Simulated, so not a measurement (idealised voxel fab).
This section sets out a process module, namely voxel air gaps.
Displayed cross-section: cut, width of 170 nm, square cells sized 5 nm.
Cross-sections here: square-cell grids, written as top-down lists of bands, a band being one or more rows of cells.
The entry gives the band's vertical extent as a top height and a bottom height in nm, then its horizontal make-up as materials from left to right, each with a width in nm. "empty" stands for empty space; a single material marked "throughout" fills the band edge to edge.
It should be noted that heights are counted from 0, beneath which the wafer as supplied is of one material throughout, and that the lowest band possesses no lower boundary but continues downward, as written in "0 down".
You'd read "30..40" like this: the band's top row of cells is as wide as the first number, its bottom row is as wide as the second, and going down, every row changes width by the same amount as the row before did.
Given "stayed the same" for a step, no cell of the cross-section differs between before and after that step.
Any empty space of 8 cells or more lacking an open way to the top shows up in "Sealed internal cavities" as width x height at distance, distance from the left edge, in nm.
It should be noted that, on the line of a given step, the content following the step's settings is a remark produced by the simulator itself with respect to that step.
overlay nm: mask right of planned place by this much (step with mask). Neg. = left.

**These are the steps we planned for the process**
1. RECEIVE | material Si
2. CONFORMAL_DEP | material SiO2 | thk nm 15
3. CONFORMAL_DEP | material SiCN | thk nm 5
4. DIRECTIONAL_DEP | material lowk | thk nm 30
5. MASKED_ETCH | tone open | mask id LINES | width nm 15 | pitch nm 45 | etch materials lowk | depth nm 30 | overlay nm 0
6. CONFORMAL_DEP | material TiN | thk nm 5
7. FILL_DEP | material Cu | thk nm 10
8. CMP | height nm 50
9. EPI | material Ru | thk nm 10
10. SELECTIVE_ETCH | etch materials lowk | depth nm 40
11. CONFORMAL_DEP | material SiCN | thk nm 5
For this document, wafers share an identical start and vary in the step 5 width nm; the plan quotes the first wafer's value.

**The first of several wafers as received, shown in cross-section; this is its state after step 1**
* 0 down = Si throughout
* Sealed internal cavities: none

**Tabulated below, wafer by wafer, are the end-of-module results: for each material, the number of cells gained (+) or lost (-) relative to the as-received state, followed by the closed voids**
width nm 15, +15 Cu, +42 Ru, +140 SiCN, +102 SiO2, +39 TiN, Sealed internal cavities: 20 x 20 at 50; 20 x 20 at 95
width nm 20, +30 Cu, +48 Ru, +132 SiCN, +102 SiO2, +42 TiN, Sealed internal cavities: 15 x 20 at 55; 15 x 20 at 100
width nm 25, +45 Cu, +54 Ru, +92 SiCN, +102 SiO2, +45 TiN, +48 lowk, Sealed internal cavities: none
width nm 30, +60 Cu, +56 Ru, +92 SiCN, +102 SiO2, +48 TiN, +36 lowk, Sealed internal cavities: none
